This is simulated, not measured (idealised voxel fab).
Process module heading - voxel self aligned contacts
It is cross-section cut that appears here, measuring 250 nm in width, its square cells being 5 nm in size.
For the purposes of this document, a cross-section shall be understood as a grid of square cells, specified as bands listed in top-to-bottom order, each band consisting of one or more rows of cells.
In this notation a band is specified by the heights of its top and bottom, in that order and in nm, after which its materials appear from left to right, each paired with its width in nm. The word "all across" attached to a single material means that material fills the band from edge to edge; the word "blank" stands for empty space.
Counting heights begins at 0, where everything beneath is, in the wafer as received, one material. The lowest band has no bottom; it goes on downwards, as "from 0 down" shows.
Per-row width for "30..40": begins at first number (top row of band), ends at second number (bottom row), increment between rows held constant.
Basically "remains unaltered" means that step didn't change any cell in the cross-section.
If an empty space has no open way to the top and is at least 8 cells in size, "Catalogued sealed voids" lists it, written width x height at distance, where distance is measured from the left edge and every value is in nm.
If you see something after the settings on a step's line, that's the simulator's own remark about that step.
Steps that use a mask can have "overlay nm" on their line. It says how far the mask sat to the right of where it was meant to be. Negative means to the left.
-- Process steps - plan
1) RECEIVE, material Si
2) CONFORMAL_DEP, material SiO2, thk nm 5
3) DIRECTIONAL_DEP, material polySi, thk nm 20
4) DIRECTIONAL_DEP, material SiN, thk nm 20
5) PATTERN, tone cover, mask id GATE, material resist, width nm 25, pitch nm 70, thk nm 20, overlay nm 0
6) DIRECTIONAL_ETCH, etch materials SiN, depth nm 20
7) DIRECTIONAL_ETCH, etch materials polySi, depth nm 20
8) STRIP, etch materials resist
9) CONFORMAL_DEP, material SiN, thk nm 10
10) DIRECTIONAL_ETCH, etch materials SiN, depth nm 10
11) FILL_DEP, material SiO2, thk nm 15
12) CMP, height nm 55
13) PATTERN, tone open, mask id CONTACT, material resist, width nm 55, pitch nm 70, thk nm 15, overlay nm 0
14) DIRECTIONAL_ETCH, etch materials SiO2, depth nm 55
15) STRIP, etch materials resist
16) CONFORMAL_DEP, material TiN, thk nm 5
17) FILL_DEP, material W, thk nm 5
18) CMP, height nm 55
19) CONFORMAL_DEP, material SiN, thk nm 5
-- Received-state cross-section, reflecting completion of step 1
> from 0 down | Si all across
> Catalogued sealed voids: none
-- Post-module cross-section of the first of two wafers (run per plan)
> from 60 to 55 | SiN all across
> from 55 to 45 | 60 of SiO2  5..20 of TiN  45..15 of W  5..20 of TiN  15 of SiO2  5..20 of TiN  45..15 of W  5..20 of TiN  65 of SiO2
> from 45 to 25 | 30 of SiO2  45 of SiN  5 of TiN  15 of W  5 of TiN  45 of SiN  5 of TiN  15 of W  5 of TiN  45 of SiN  35 of SiO2
> from 25 to 5 | 30 of SiO2  10 of SiN  25 of polySi  10 of SiN  5 of TiN  15 of W  5 of TiN  10 of SiN  25 of polySi  10 of SiN  5 of TiN  15 of W  5 of TiN  10 of SiN  25 of polySi  10 of SiN  35 of SiO2
> from 5 to 0 | 75 of SiO2  25 of TiN  45 of SiO2  25 of TiN  80 of SiO2
> from 0 down | Si all across
> Catalogued sealed voids: none
-- Cross-section of the latter of the two wafers at module completion. It had an identical start and an identical plan to the former; in running it, one mistake was made
> from 60 to 55 | SiN all across
> from 55 to 45 | 60 of SiO2  5..20 of TiN  45..15 of W  5..20 of TiN  15 of SiO2  5..20 of TiN  45..15 of W  5..20 of TiN  65 of SiO2
> from 45 to 25 | 30 of SiO2  45 of SiN  5 of TiN  15 of W  5 of TiN  45 of SiN  5 of TiN  15 of W  5 of TiN  45 of SiN  35 of SiO2
> from 25 to 20 | 75 of SiO2  25 of TiN  45 of SiO2  25 of TiN  80 of SiO2
> from 20 to 0 | polySi all across
> from 0 down | Si all across
> Catalogued sealed voids: none
Heads up, the wafer didn't run the way we planned it: the executed order of steps 2 and 3 is the reverse of that specified in the plan, each step having taken the other's position
Heads up, by the end the second wafer has more or fewer cells of some materials compared to the first: SiN: 48 fewer; SiO2: 52 fewer; TiN: 16 fewer; W: 24 fewer; polySi: 140 more
